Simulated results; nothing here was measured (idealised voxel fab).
voxel spacer lines: a process module
We display cut, a cross-section 225 nm in width whose square cells are each 5 nm.
Format of a cross-section: grid, square cells. Given as bands. Order: top down. Band: one or more rows of cells.
Quick guide to a band line: top height, bottom height (nm) up front; then every material left to right with its width in nm. Only one material and it's marked "edge to edge"? Then it fills the band edge to edge. And "blank" just means empty space.
Heights are measured from 0, the level below which the as-received wafer is all one material; the lowest band has no bottom and continues downward, written as in "0 and below".
Width: "30 to 40" (first number = top row, second number = bottom row, same change from row to row of cells).
What does "nothing altered" mean for a step? It means no cell of the cross-section changed in that step.
Basically, "Closed empty spaces" tells you about the enclosed voids: empty spaces with no open way to the top, 8 cells or bigger, each written width x height at distance, where distance is from the left edge, all in nm.
Read whatever lies past the settings on a step's line as the simulator's own remark about the step.
The setting "overlay nm" may be written on the line of a step. When the step uses a mask, the value reports how far to the right of the planned place the mask lay, and a negative value reports that it lay to the left.
Before/after cross-section pairs, one process step each; after shown to lowest changed band; step and settings beneath. Pairs may be from different runs of this module on the same starting wafer; a pair continues from the one above only where its "Geometry before processing" entry says so.

-- Geometry before processing
	0 and below = Si edge to edge
	Closed empty spaces: none

-- Post-Step Snapshot
	5 down to 0 = Al2O3 edge to edge
	Note: structure below 0 unchanged.
	Closed empty spaces: none
Step, pre vs post cross-sections above: op CONFORMAL_DEP | material Al2O3 | thk nm 5

Geometry before processing: after-step cross-section of the pair just above applies.

-- Post-Step Snapshot
	15 down to 5 = W edge to edge
	Note: structure below 5 unchanged.
	Closed empty spaces: none
Step, pre vs post cross-sections above: op DIRECTIONAL_DEP | material W | thk nm 10

Geometry before processing: after-step cross-section of the pair just above applies.

-- Post-Step Snapshot
	45 down to 15 = aC edge to edge
	Note: structure below 15 unchanged.
	Closed empty spaces: none
Step, pre vs post cross-sections above: op DIRECTIONAL_DEP | material aC | thk nm 30

Geometry before processing: after-step cross-section of the pair just above applies.

-- Post-Step Snapshot
	85 down to 45 = blank=30 | resist=25 | blank=45 | resist=25 | blank=45 | resist=25 | blank=30
	Note: structure below 45 unchanged.
	Closed empty spaces: none
Step, pre vs post cross-sections above: op PATTERN | tone cover | mask id MANDREL | material resist | width nm 25 | pitch nm 70 | thk nm 40 | overlay nm 0

Geometry before processing: after-step cross-section of the pair just above applies.

-- Post-Step Snapshot
	55 down to 45 = blank=30 | resist=25 | blank=45 | resist=25 | blank=45 | resist=25 | blank=30
	45 down to 15 = blank=30 | aC=25 | blank=45 | aC=25 | blank=45 | aC=25 | blank=30
	Note: structure below 15 unchanged.
	Closed empty spaces: none
Step, pre vs post cross-sections above: op DIRECTIONAL_ETCH | etch materials aC | depth nm 30

Geometry before processing: after-step cross-section of the pair just above applies.

-- Post-Step Snapshot
	45 down to 15 = blank=30 | aC=25 | blank=45 | aC=25 | blank=45 | aC=25 | blank=30
	Note: structure below 15 unchanged.
	Closed empty spaces: none
Step, pre vs post cross-sections above: op STRIP | etch materials resist

Geometry before processing: after-step cross-section of the pair just above applies.

-- Post-Step Snapshot
	55 down to 45 = blank=20 | SiO2=45 | blank=25 | SiO2=45 | blank=25 | SiO2=45 | blank=20
	45 down to 25 = blank=20 | SiO2=10 | aC=25 | SiO2=10 | blank=25 | SiO2=10 | aC=25 | SiO2=10 | blank=25 | SiO2=10 | aC=25 | SiO2=10 | blank=20
	25 down to 15 = SiO2=30 | aC=25 | SiO2=45 | aC=25 | SiO2=45 | aC=25 | SiO2=30
	Note: structure below 15 unchanged.
	Closed empty spaces: none
Step, pre vs post cross-sections above: op CONFORMAL_DEP | material SiO2 | thk nm 10

Geometry before processing: after-step cross-section of the pair just above applies.

-- Post-Step Snapshot
	45 down to 15 = blank=20 | SiO2=10 | aC=25 | SiO2=10 | blank=25 | SiO2=10 | aC=25 | SiO2=10 | blank=25 | SiO2=10 | aC=25 | SiO2=10 | blank=20
	Note: structure below 15 unchanged.
	Closed empty spaces: none
Step, pre vs post cross-sections above: op DIRECTIONAL_ETCH | etch materials SiO2 | depth nm 10

Geometry before processing: after-step cross-section of the pair just above applies.

-- Post-Step Snapshot
	45 down to 15 = blank=20 | SiO2=10 | blank=25 | SiO2=10 | blank=25 | SiO2=10 | blank=25 | SiO2=10 | blank=25 | SiO2=10 | blank=25 | SiO2=10 | blank=20
	Note: structure below 15 unchanged.
	Closed empty spaces: none
Step, pre vs post cross-sections above: op STRIP | etch materials aC

Geometry before processing: after-step cross-section of the pair just above applies.

-- Post-Step Snapshot
	45 down to 15 = blank=20 | SiO2=10 | blank=25 | SiO2=10 | blank=25 | SiO2=10 | blank=25 | SiO2=10 | blank=25 | SiO2=10 | blank=25 | SiO2=10 | blank=20
	15 down to 5 = blank=20 | W=10 | blank=25 | W=10 | blank=25 | W=10 | blank=25 | W=10 | blank=25 | W=10 | blank=25 | W=10 | blank=20
	Note: structure below 5 unchanged.
	Closed empty spaces: none
Step, pre vs post cross-sections above: op DIRECTIONAL_ETCH | etch materials W | depth nm 10

Geometry before processing: after-step cross-section of the pair just above applies.

-- Post-Step Snapshot
	15 down to 5 = blank=20 | W=10 | blank=25 | W=10 | blank=25 | W=10 | blank=25 | W=10 | blank=25 | W=10 | blank=25 | W=10 | blank=20
	Note: structure below 5 unchanged.
	Closed empty spaces: none
Step, pre vs post cross-sections above: op STRIP | etch materials SiO2

Geometry before processing: after-step cross-section of the pair just above applies.

-- Post-Step Snapshot
	20 down to 15 = SiO2 edge to edge
	15 down to 5 = SiO2=20 | W=10 | SiO2=25 | W=10 | SiO2=25 | W=10 | SiO2=25 | W=10 | SiO2=25 | W=10 | SiO2=25 | W=10 | SiO2=20
	Note: structure below 5 unchanged.
	Closed empty spaces: none
Step, pre vs post cross-sections above: op FILL_DEP | material SiO2 | thk nm 5

Geometry before processing: after-step cross-section of the pair just above applies.

-- Post-Step Snapshot
	15 down to 5 = SiO2=20 | W=10 | SiO2=25 | W=10 | SiO2=25 | W=10 | SiO2=25 | W=10 | SiO2=25 | W=10 | SiO2=25 | W=10 | SiO2=20
	Note: structure below 5 unchanged.
	Closed empty spaces: none
Step, pre vs post cross-sections above: op CMP | height nm 15

-- Geometry before processing
	0 and below = Si edge to edge
	Closed empty spaces: none

-- Post-Step Snapshot
	10 down to 0 = W edge to edge
	Note: structure below 0 unchanged.
	Closed empty spaces: none
Step, pre vs post cross-sections above: op DIRECTIONAL_DEP | material W | thk nm 10

Geometry before processing: after-step cross-section of the pair just above applies.

-- Post-Step Snapshot
	40 down to 10 = aC edge to edge
	Note: structure below 10 unchanged.
	Closed empty spaces: none
Step, pre vs post cross-sections above: op DIRECTIONAL_DEP | material aC | thk nm 30

Geometry before processing: after-step cross-section of the pair just above applies.

-- Post-Step Snapshot
	80 down to 40 = blank=30 | resist=25 | blank=45 | resist=25 | blank=45 | resist=25 | blank=30
	Note: structure below 40 unchanged.
	Closed empty spaces: none
Step, pre vs post cross-sections above: op PATTERN | tone cover | mask id MANDREL | material resist | width nm 25 | pitch nm 70 | thk nm 40 | overlay nm 0

Geometry before processing: after-step cross-section of the pair just above applies.

-- Post-Step Snapshot
	50 down to 40 = blank=30 | resist=25 | blank=45 | resist=25 | blank=45 | resist=25 | blank=30
	40 down to 10 = blank=30 | aC=25 | blank=45 | aC=25 | blank=45 | aC=25 | blank=30
	Note: structure below 10 unchanged.
	Closed empty spaces: none
Step, pre vs post cross-sections above: op DIRECTIONAL_ETCH | etch materials aC | depth nm 30

Geometry before processing: after-step cross-section of the pair just above applies.

-- Post-Step Snapshot
	40 down to 10 = blank=30 | aC=25 | blank=45 | aC=25 | blank=45 | aC=25 | blank=30
	Note: structure below 10 unchanged.
	Closed empty spaces: none
Step, pre vs post cross-sections above: op STRIP | etch materials resist

Geometry before processing: after-step cross-section of the pair just above applies.

-- Post-Step Snapshot
	50 down to 40 = blank=20 | SiO2=45 | blank=25 | SiO2=45 | blank=25 | SiO2=45 | blank=20
	40 down to 20 = blank=20 | SiO2=10 | aC=25 | SiO2=10 | blank=25 | SiO2=10 | aC=25 | SiO2=10 | blank=25 | SiO2=10 | aC=25 | SiO2=10 | blank=20
	20 down to 10 = SiO2=30 | aC=25 | SiO2=45 | aC=25 | SiO2=45 | aC=25 | SiO2=30
	Note: structure below 10 unchanged.
	Closed empty spaces: none
Step, pre vs post cross-sections above: op CONFORMAL_DEP | material SiO2 | thk nm 10

Geometry before processing: after-step cross-section of the pair just above applies.

-- Post-Step Snapshot
	40 down to 10 = blank=20 | SiO2=10 | aC=25 | SiO2=10 | blank=25 | SiO2=10 | aC=25 | SiO2=10 | blank=25 | SiO2=10 | aC=25 | SiO2=10 | blank=20
	Note: structure below 10 unchanged.
	Closed empty spaces: none
Step, pre vs post cross-sections above: op DIRECTIONAL_ETCH | etch materials SiO2 | depth nm 10

Geometry before processing: after-step cross-section of the pair just above applies.

-- Post-Step Snapshot
	40 down to 10 = blank=20 | SiO2=10 | blank=25 | SiO2=10 | blank=25 | SiO2=10 | blank=25 | SiO2=10 | blank=25 | SiO2=10 | blank=25 | SiO2=10 | blank=20
	Note: structure below 10 unchanged.
	Closed empty spaces: none
Step, pre vs post cross-sections above: op STRIP | etch materials aC

Geometry before processing: after-step cross-section of the pair just above applies.

-- Post-Step Snapshot
	40 down to 10 = blank=20 | SiO2=10 | blank=25 | SiO2=10 | blank=25 | SiO2=10 | blank=25 | SiO2=10 | blank=25 | SiO2=10 | blank=25 | SiO2=10 | blank=20
	10 down to 0 = blank=20 | W=10 | blank=25 | W=10 | blank=25 | W=10 | blank=25 | W=10 | blank=25 | W=10 | blank=25 | W=10 | blank=20
	Note: structure below 0 unchanged.
	Closed empty spaces: none
Step, pre vs post cross-sections above: op DIRECTIONAL_ETCH | etch materials W | depth nm 10

Geometry before processing: after-step cross-section of the pair just above applies.

-- Post-Step Snapshot
	10 down to 0 = blank=20 | W=10 | blank=25 | W=10 | blank=25 | W=10 | blank=25 | W=10 | blank=25 | W=10 | blank=25 | W=10 | blank=20
	Note: structure below 0 unchanged.
	Closed empty spaces: none
Step, pre vs post cross-sections above: op STRIP | etch materials SiO2

Geometry before processing: after-step cross-section of the pair just above applies.

-- Post-Step Snapshot
	15 down to 10 = SiO2 edge to edge
	10 down to 0 = SiO2=20 | W=10 | SiO2=25 | W=10 | SiO2=25 | W=10 | SiO2=25 | W=10 | SiO2=25 | W=10 | SiO2=25 | W=10 | SiO2=20
	Note: structure below 0 unchanged.
	Closed empty spaces: none
Step, pre vs post cross-sections above: op FILL_DEP | material SiO2 | thk nm 5

-- Geometry before processing
	45 down to 15 = blank=20 | SiO2=10 | aC=25 | SiO2=10 | blank=25 | SiO2=10 | aC=25 | SiO2=10 | blank=25 | SiO2=10 | aC=25 | SiO2=10 | blank=20
	15 down to 5 = W edge to edge
	5 down to 0 = Al2O3 edge to edge
	0 and below = Si edge to edge
	Closed empty spaces: none

-- Post-Step Snapshot
	45 down to 35 = blank=30 | aC=25 | blank=45 | aC=25 | blank=45 | aC=25 | blank=30
	Note: structure below 35 unchanged.
	Closed empty spaces: none
Step, pre vs post cross-sections above: op DIRECTIONAL_ETCH | etch materials SiO2 | depth nm 10

Geometry before processing: after-step cross-section of the pair just above applies.

-- Post-Step Snapshot
	35 down to 15 = blank=20 | SiO2=10 | blank=25 | SiO2=10 | blank=25 | SiO2=10 | blank=25 | SiO2=10 | blank=25 | SiO2=10 | blank=25 | SiO2=10 | blank=20
	Note: structure below 15 unchanged.
	Closed empty spaces: none
Step, pre vs post cross-sections above: op STRIP | etch materials aC

Geometry before processing: after-step cross-section of the pair just above applies.

-- Post-Step Snapshot
	35 down to 15 = blank=20 | SiO2=10 | blank=25 | SiO2=10 | blank=25 | SiO2=10 | blank=25 | SiO2=10 | blank=25 | SiO2=10 | blank=25 | SiO2=10 | blank=20
	15 down to 5 = blank=20 | W=10 | blank=25 | W=10 | blank=25 | W=10 | blank=25 | W=10 | blank=25 | W=10 | blank=25 | W=10 | blank=20
	Note: structure below 5 unchanged.
	Closed empty spaces: none
Step, pre vs post cross-sections above: op DIRECTIONAL_ETCH | etch materials W | depth nm 10

Geometry before processing: after-step cross-section of the pair just above applies.

-- Post-Step Snapshot
	15 down to 5 = blank=20 | W=10 | blank=25 | W=10 | blank=25 | W=10 | blank=25 | W=10 | blank=25 | W=10 | blank=25 | W=10 | blank=20
	Note: structure below 5 unchanged.
	Closed empty spaces: none
Step, pre vs post cross-sections above: op STRIP | etch materials SiO2

-- Geometry before processing
	5 down to 0 = Al2O3 edge to edge
	0 and below = Si edge to edge
	Closed empty spaces: none

-- Post-Step Snapshot
	35 down to 5 = aC edge to edge
	Note: structure below 5 unchanged.
	Closed empty spaces: none
Step, pre vs post cross-sections above: op DIRECTIONAL_DEP | material aC | thk nm 30

Geometry before processing: after-step cross-section of the pair just above applies.

-- Post-Step Snapshot
	45 down to 35 = W edge to edge
	Note: structure below 35 unchanged.
	Closed empty spaces: none
Step, pre vs post cross-sections above: op DIRECTIONAL_DEP | material W | thk nm 10

Geometry before processing: after-step cross-section of the pair just above applies.

-- Post-Step Snapshot
	85 down to 45 = blank=30 | resist=25 | blank=45 | resist=25 | blank=45 | resist=25 | blank=30
	Note: structure below 45 unchanged.
	Closed empty spaces: none
Step, pre vs post cross-sections above: op PATTERN | tone cover | mask id MANDREL | material resist | width nm 25 | pitch nm 70 | thk nm 40 | overlay nm 0

Geometry before processing: after-step cross-section of the pair just above applies.

-- Post-Step Snapshot
	55 down to 45 = blank=30 | resist=25 | blank=45 | resist=25 | blank=45 | resist=25 | blank=30
	Note: structure below 45 unchanged.
	Closed empty spaces: none
Step, pre vs post cross-sections above: op DIRECTIONAL_ETCH | etch materials aC | depth nm 30

Geometry before processing: after-step cross-section of the pair just above applies.

-- Post-Step Snapshot
	45 down to 35 = W edge to edge
	Note: structure below 35 unchanged.
	Closed empty spaces: none
Step, pre vs post cross-sections above: op STRIP | etch materials resist

Geometry before processing: after-step cross-section of the pair just above applies.

-- Post-Step Snapshot
	55 down to 45 = SiO2 edge to edge
	Note: structure below 45 unchanged.
	Closed empty spaces: none
Step, pre vs post cross-sections above: op CONFORMAL_DEP | material SiO2 | thk nm 10

Geometry before processing: after-step cross-section of the pair just above applies.

-- Post-Step Snapshot
	45 down to 35 = W edge to edge
	Note: structure below 35 unchanged.
	Closed empty spaces: none
Step, pre vs post cross-sections above: op DIRECTIONAL_ETCH | etch materials SiO2 | depth nm 10

Geometry before processing: after-step cross-section of the pair just above applies.

-- Post-Step Snapshot
	35 down to 5 = aC edge to edge
	Note: structure below 5 unchanged.
	Closed empty spaces: none
Step, pre vs post cross-sections above: op DIRECTIONAL_ETCH | etch materials W | depth nm 10

Geometry before processing: after-step cross-section of the pair just above applies.

-- Post-Step Snapshot
	40 down to 35 = SiO2 edge to edge
	Note: structure below 35 unchanged.
	Closed empty spaces: none
Step, pre vs post cross-sections above: op FILL_DEP | material SiO2 | thk nm 5

Geometry before processing: after-step cross-section of the pair just above applies.

-- Post-Step Snapshot
	15 down to 5 = aC edge to edge
	Note: structure below 5 unchanged.
	Closed empty spaces: none
Step, pre vs post cross-sections above: op CMP | height nm 15

-- Geometry before processing
	20 down to 15 = SiO2 edge to edge
	15 down to 5 = SiO2=20 | W=10 | SiO2=25 | W=10 | SiO2=25 | W=10 | SiO2=25 | W=10 | SiO2=25 | W=10 | SiO2=25 | W=10 | SiO2=20
	5 down to 0 = Al2O3 edge to edge
	0 and below = Si edge to edge
	Closed empty spaces: none

-- Post-Step Snapshot
	5 down to 0 = Al2O3 edge to edge
	Note: structure below 0 unchanged.
	Closed empty spaces: none
Step, pre vs post cross-sections above: op CMP | height nm 5

-- Geometry before processing
	45 down to 15 = aC edge to edge
	15 down to 5 = W edge to edge
	5 down to 0 = Al2O3 edge to edge
	0 and below = Si edge to edge
	Closed empty spaces: none

-- Post-Step Snapshot
	85 down to 45 = blank=30 | resist=30 | blank=40 | resist=30 | blank=40 | resist=30 | blank=25
	Note: structure below 45 unchanged.
	Closed empty spaces: none
Step, pre vs post cross-sections above: op PATTERN | tone cover | mask id MANDREL | material resist | width nm 30 | pitch nm 70 | thk nm 40 | overlay nm 0

Geometry before processing: after-step cross-section of the pair just above applies.

-- Post-Step Snapshot
	55 down to 45 = blank=30 | resist=30 | blank=40 | resist=30 | blank=40 | resist=30 | blank=25
	45 down to 15 = blank=30 | aC=30 | blank=40 | aC=30 | blank=40 | aC=30 | blank=25
	Note: structure below 15 unchanged.
	Closed empty spaces: none
Step, pre vs post cross-sections above: op DIRECTIONAL_ETCH | etch materials aC | depth nm 30

Geometry before processing: after-step cross-section of the pair just above applies.

-- Post-Step Snapshot
	45 down to 15 = blank=30 | aC=30 | blank=40 | aC=30 | blank=40 | aC=30 | blank=25
	Note: structure below 15 unchanged.
	Closed empty spaces: none
Step, pre vs post cross-sections above: op STRIP | etch materials resist

Geometry before processing: after-step cross-section of the pair just above applies.

-- Post-Step Snapshot
	55 down to 45 = blank=20 | SiO2=50 | blank=20 | SiO2=50 | blank=20 | SiO2=50 | blank=15
	45 down to 25 = blank=20 | SiO2=10 | aC=30 | SiO2=10 | blank=20 | SiO2=10 | aC=30 | SiO2=10 | blank=20 | SiO2=10 | aC=30 | SiO2=10 | blank=15
	25 down to 15 = SiO2=30 | aC=30 | SiO2=40 | aC=30 | SiO2=40 | aC=30 | SiO2=25
	Note: structure below 15 unchanged.
	Closed empty spaces: none
Step, pre vs post cross-sections above: op CONFORMAL_DEP | material SiO2 | thk nm 10

Geometry before processing: after-step cross-section of the pair just above applies.

-- Post-Step Snapshot
	45 down to 15 = blank=20 | SiO2=10 | aC=30 | SiO2=10 | blank=20 | SiO2=10 | aC=30 | SiO2=10 | blank=20 | SiO2=10 | aC=30 | SiO2=10 | blank=15
	Note: structure below 15 unchanged.
	Closed empty spaces: none
Step, pre vs post cross-sections above: op DIRECTIONAL_ETCH | etch materials SiO2 | depth nm 10

Geometry before processing: after-step cross-section of the pair just above applies.

-- Post-Step Snapshot
	45 down to 15 = blank=20 | SiO2=10 | blank=30 | SiO2=10 | blank=20 | SiO2=10 | blank=30 | SiO2=10 | blank=20 | SiO2=10 | blank=30 | SiO2=10 | blank=15
	Note: structure below 15 unchanged.
	Closed empty spaces: none
Step, pre vs post cross-sections above: op STRIP | etch materials aC

Geometry before processing: after-step cross-section of the pair just above applies.

-- Post-Step Snapshot
	45 down to 15 = blank=20 | SiO2=10 | blank=30 | SiO2=10 | blank=20 | SiO2=10 | blank=30 | SiO2=10 | blank=20 | SiO2=10 | blank=30 | SiO2=10 | blank=15
	15 down to 5 = blank=20 | W=10 | blank=30 | W=10 | blank=20 | W=10 | blank=30 | W=10 | blank=20 | W=10 | blank=30 | W=10 | blank=15
	Note: structure below 5 unchanged.
	Closed empty spaces: none
Step, pre vs post cross-sections above: op DIRECTIONAL_ETCH | etch materials W | depth nm 10

Geometry before processing: after-step cross-section of the pair just above applies.

-- Post-Step Snapshot
	15 down to 5 = blank=20 | W=10 | blank=30 | W=10 | blank=20 | W=10 | blank=30 | W=10 | blank=20 | W=10 | blank=30 | W=10 | blank=15
	Note: structure below 5 unchanged.
	Closed empty spaces: none
Step, pre vs post cross-sections above: op STRIP | etch materials SiO2

Geometry before processing: after-step cross-section of the pair just above applies.

-- Post-Step Snapshot
	20 down to 15 = SiO2 edge to edge
	15 down to 5 = SiO2=20 | W=10 | SiO2=30 | W=10 | SiO2=20 | W=10 | SiO2=30 | W=10 | SiO2=20 | W=10 | SiO2=30 | W=10 | SiO2=15
	Note: structure below 5 unchanged.
	Closed empty spaces: none
Step, pre vs post cross-sections above: op FILL_DEP | material SiO2 | thk nm 5

Geometry before processing: after-step cross-section of the pair just above applies.

-- Post-Step Snapshot
	15 down to 5 = SiO2=20 | W=10 | SiO2=30 | W=10 | SiO2=20 | W=10 | SiO2=30 | W=10 | SiO2=20 | W=10 | SiO2=30 | W=10 | SiO2=15
	Note: structure below 5 unchanged.
	Closed empty spaces: none
Step, pre vs post cross-sections above: op CMP | height nm 15

-- Geometry before processing
	45 down to 15 = aC edge to edge
	15 down to 5 = W edge to edge
	5 down to 0 = Al2O3 edge to edge
	0 and below = Si edge to edge
	Closed empty spaces: none

-- Post-Step Snapshot
	85 down to 45 = blank=35 | resist=25 | blank=45 | resist=25 | blank=45 | resist=25 | blank=25
	Note: structure below 45 unchanged.
	Closed empty spaces: none
Step, pre vs post cross-sections above: op PATTERN | tone cover | mask id MANDREL | material resist | width nm 25 | pitch nm 70 | thk nm 40 | overlay nm 5

Geometry before processing: after-step cross-section of the pair just above applies.

-- Post-Step Snapshot
	55 down to 45 = blank=35 | resist=25 | blank=45 | resist=25 | blank=45 | resist=25 | blank=25
	45 down to 15 = blank=35 | aC=25 | blank=45 | aC=25 | blank=45 | aC=25 | blank=25
	Note: structure below 15 unchanged.
	Closed empty spaces: none
Step, pre vs post cross-sections above: op DIRECTIONAL_ETCH | etch materials aC | depth nm 30

Geometry before processing: after-step cross-section of the pair just above applies.

-- Post-Step Snapshot
	45 down to 15 = blank=35 | aC=25 | blank=45 | aC=25 | blank=45 | aC=25 | blank=25
	Note: structure below 15 unchanged.
	Closed empty spaces: none
Step, pre vs post cross-sections above: op STRIP | etch materials resist

Geometry before processing: after-step cross-section of the pair just above applies.

-- Post-Step Snapshot
	55 down to 45 = blank=25 | SiO2=45 | blank=25 | SiO2=45 | blank=25 | SiO2=45 | blank=15
	45 down to 25 = blank=25 | SiO2=10 | aC=25 | SiO2=10 | blank=25 | SiO2=10 | aC=25 | SiO2=10 | blank=25 | SiO2=10 | aC=25 | SiO2=10 | blank=15
	25 down to 15 = SiO2=35 | aC=25 | SiO2=45 | aC=25 | SiO2=45 | aC=25 | SiO2=25
	Note: structure below 15 unchanged.
	Closed empty spaces: none
Step, pre vs post cross-sections above: op CONFORMAL_DEP | material SiO2 | thk nm 10

Geometry before processing: after-step cross-section of the pair just above applies.

-- Post-Step Snapshot
	45 down to 15 = blank=25 | SiO2=10 | aC=25 | SiO2=10 | blank=25 | SiO2=10 | aC=25 | SiO2=10 | blank=25 | SiO2=10 | aC=25 | SiO2=10 | blank=15
	Note: structure below 15 unchanged.
	Closed empty spaces: none
Step, pre vs post cross-sections above: op DIRECTIONAL_ETCH | etch materials SiO2 | depth nm 10

Geometry before processing: after-step cross-section of the pair just above applies.

-- Post-Step Snapshot
	45 down to 15 = blank=25 | SiO2=10 | blank=25 | SiO2=10 | blank=25 | SiO2=10 | blank=25 | SiO2=10 | blank=25 | SiO2=10 | blank=25 | SiO2=10 | blank=15
	Note: structure below 15 unchanged.
	Closed empty spaces: none
Step, pre vs post cross-sections above: op STRIP | etch materials aC

Geometry before processing: after-step cross-section of the pair just above applies.

-- Post-Step Snapshot
	45 down to 15 = blank=25 | SiO2=10 | blank=25 | SiO2=10 | blank=25 | SiO2=10 | blank=25 | SiO2=10 | blank=25 | SiO2=10 | blank=25 | SiO2=10 | blank=15
	15 down to 5 = blank=25 | W=10 | blank=25 | W=10 | blank=25 | W=10 | blank=25 | W=10 | blank=25 | W=10 | blank=25 | W=10 | blank=15
	Note: structure below 5 unchanged.
	Closed empty spaces: none
Step, pre vs post cross-sections above: op DIRECTIONAL_ETCH | etch materials W | depth nm 10

Geometry before processing: after-step cross-section of the pair just above applies.

-- Post-Step Snapshot
	15 down to 5 = blank=25 | W=10 | blank=25 | W=10 | blank=25 | W=10 | blank=25 | W=10 | blank=25 | W=10 | blank=25 | W=10 | blank=15
	Note: structure below 5 unchanged.
	Closed empty spaces: none
Step, pre vs post cross-sections above: op STRIP | etch materials SiO2

Geometry before processing: after-step cross-section of the pair just above applies.

-- Post-Step Snapshot
	20 down to 15 = SiO2 edge to edge
	15 down to 5 = SiO2=25 | W=10 | SiO2=25 | W=10 | SiO2=25 | W=10 | SiO2=25 | W=10 | SiO2=25 | W=10 | SiO2=25 | W=10 | SiO2=15
	Note: structure below 5 unchanged.
	Closed empty spaces: none
Step, pre vs post cross-sections above: op FILL_DEP | material SiO2 | thk nm 5

Geometry before processing: after-step cross-section of the pair just above applies.

-- Post-Step Snapshot
	15 down to 5 = SiO2=25 | W=10 | SiO2=25 | W=10 | SiO2=25 | W=10 | SiO2=25 | W=10 | SiO2=25 | W=10 | SiO2=25 | W=10 | SiO2=15
	Note: structure below 5 unchanged.
	Closed empty spaces: none
Step, pre vs post cross-sections above: op CMP | height nm 15

-- Geometry before processing
	0 and below = Si edge to edge
	Closed empty spaces: none

-- Post-Step Snapshot
	5 down to 0 = W edge to edge
	Note: structure below 0 unchanged.
	Closed empty spaces: none
Step, pre vs post cross-sections above: op CONFORMAL_DEP | material W | thk nm 5

Geometry before processing: after-step cross-section of the pair just above applies.

-- Post-Step Snapshot
	15 down to 0 = W edge to edge
	Note: structure below 0 unchanged.
	Closed empty spaces: none
Step, pre vs post cross-sections above: op DIRECTIONAL_DEP | material W | thk nm 10

Geometry before processing: after-step cross-section of the pair just above applies.

-- Post-Step Snapshot
	45 down to 15 = aC edge to edge
	Note: structure below 15 unchanged.
	Closed empty spaces: none
Step, pre vs post cross-sections above: op DIRECTIONAL_DEP | material aC | thk nm 30

Geometry before processing: after-step cross-section of the pair just above applies.

-- Post-Step Snapshot
	85 down to 45 = blank=30 | resist=25 | blank=45 | resist=25 | blank=45 | resist=25 | blank=30
	Note: structure below 45 unchanged.
	Closed empty spaces: none
Step, pre vs post cross-sections above: op PATTERN | tone cover | mask id MANDREL | material resist | width nm 25 | pitch nm 70 | thk nm 40 | overlay nm 0

Geometry before processing: after-step cross-section of the pair just above applies.

-- Post-Step Snapshot
	55 down to 45 = blank=30 | resist=25 | blank=45 | resist=25 | blank=45 | resist=25 | blank=30
	45 down to 15 = blank=30 | aC=25 | blank=45 | aC=25 | blank=45 | aC=25 | blank=30
	Note: structure below 15 unchanged.
	Closed empty spaces: none
Step, pre vs post cross-sections above: op DIRECTIONAL_ETCH | etch materials aC | depth nm 30

Geometry before processing: after-step cross-section of the pair just above applies.

-- Post-Step Snapshot
	45 down to 15 = blank=30 | aC=25 | blank=45 | aC=25 | blank=45 | aC=25 | blank=30
	Note: structure below 15 unchanged.
	Closed empty spaces: none
Step, pre vs post cross-sections above: op STRIP | etch materials resist

Geometry before processing: after-step cross-section of the pair just above applies.

-- Post-Step Snapshot
	55 down to 45 = blank=20 | SiO2=45 | blank=25 | SiO2=45 | blank=25 | SiO2=45 | blank=20
	45 down to 25 = blank=20 | SiO2=10 | aC=25 | SiO2=10 | blank=25 | SiO2=10 | aC=25 | SiO2=10 | blank=25 | SiO2=10 | aC=25 | SiO2=10 | blank=20
	25 down to 15 = SiO2=30 | aC=25 | SiO2=45 | aC=25 | SiO2=45 | aC=25 | SiO2=30
	Note: structure below 15 unchanged.
	Closed empty spaces: none
Step, pre vs post cross-sections above: op CONFORMAL_DEP | material SiO2 | thk nm 10

Geometry before processing: after-step cross-section of the pair just above applies.

-- Post-Step Snapshot
	45 down to 15 = blank=20 | SiO2=10 | aC=25 | SiO2=10 | blank=25 | SiO2=10 | aC=25 | SiO2=10 | blank=25 | SiO2=10 | aC=25 | SiO2=10 | blank=20
	Note: structure below 15 unchanged.
	Closed empty spaces: none
Step, pre vs post cross-sections above: op DIRECTIONAL_ETCH | etch materials SiO2 | depth nm 10

Geometry before processing: after-step cross-section of the pair just above applies.

-- Post-Step Snapshot
	45 down to 15 = blank=20 | SiO2=10 | blank=25 | SiO2=10 | blank=25 | SiO2=10 | blank=25 | SiO2=10 | blank=25 | SiO2=10 | blank=25 | SiO2=10 | blank=20
	Note: structure below 15 unchanged.
	Closed empty spaces: none
Step, pre vs post cross-sections above: op STRIP | etch materials aC

Geometry before processing: after-step cross-section of the pair just above applies.

-- Post-Step Snapshot
	45 down to 15 = blank=20 | SiO2=10 | blank=25 | SiO2=10 | blank=25 | SiO2=10 | blank=25 | SiO2=10 | blank=25 | SiO2=10 | blank=25 | SiO2=10 | blank=20
	15 down to 5 = blank=20 | W=10 | blank=25 | W=10 | blank=25 | W=10 | blank=25 | W=10 | blank=25 | W=10 | blank=25 | W=10 | blank=20
	Note: structure below 5 unchanged.
	Closed empty spaces: none
Step, pre vs post cross-sections above: op DIRECTIONAL_ETCH | etch materials W | depth nm 10

Geometry before processing: after-step cross-section of the pair just above applies.

-- Post-Step Snapshot
	15 down to 5 = blank=20 | W=10 | blank=25 | W=10 | blank=25 | W=10 | blank=25 | W=10 | blank=25 | W=10 | blank=25 | W=10 | blank=20
	Note: structure below 5 unchanged.
	Closed empty spaces: none
Step, pre vs post cross-sections above: op STRIP | etch materials SiO2

Geometry before processing: after-step cross-section of the pair just above applies.

-- Post-Step Snapshot
	20 down to 15 = SiO2 edge to edge
	15 down to 5 = SiO2=20 | W=10 | SiO2=25 | W=10 | SiO2=25 | W=10 | SiO2=25 | W=10 | SiO2=25 | W=10 | SiO2=25 | W=10 | SiO2=20
	Note: structure below 5 unchanged.
	Closed empty spaces: none
Step, pre vs post cross-sections above: op FILL_DEP | material SiO2 | thk nm 5

Geometry before processing: after-step cross-section of the pair just above applies.

-- Post-Step Snapshot
	15 down to 5 = SiO2=20 | W=10 | SiO2=25 | W=10 | SiO2=25 | W=10 | SiO2=25 | W=10 | SiO2=25 | W=10 | SiO2=25 | W=10 | SiO2=20
	Note: structure below 5 unchanged.
	Closed empty spaces: none
Step, pre vs post cross-sections above: op CMP | height nm 15

-- Geometry before processing
	45 down to 15 = aC edge to edge
	15 down to 5 = W edge to edge
	5 down to 0 = Al2O3 edge to edge
	0 and below = Si edge to edge
	Closed empty spaces: none

-- Post-Step Snapshot
	85 down to 45 = resist=30 | blank=25 | resist=45 | blank=25 | resist=45 | blank=25 | resist=30
	Note: structure below 45 unchanged.
	Closed empty spaces: none
Step, pre vs post cross-sections above: op PATTERN | tone open | mask id MANDREL | material resist | width nm 25 | pitch nm 70 | thk nm 40 | overlay nm 0
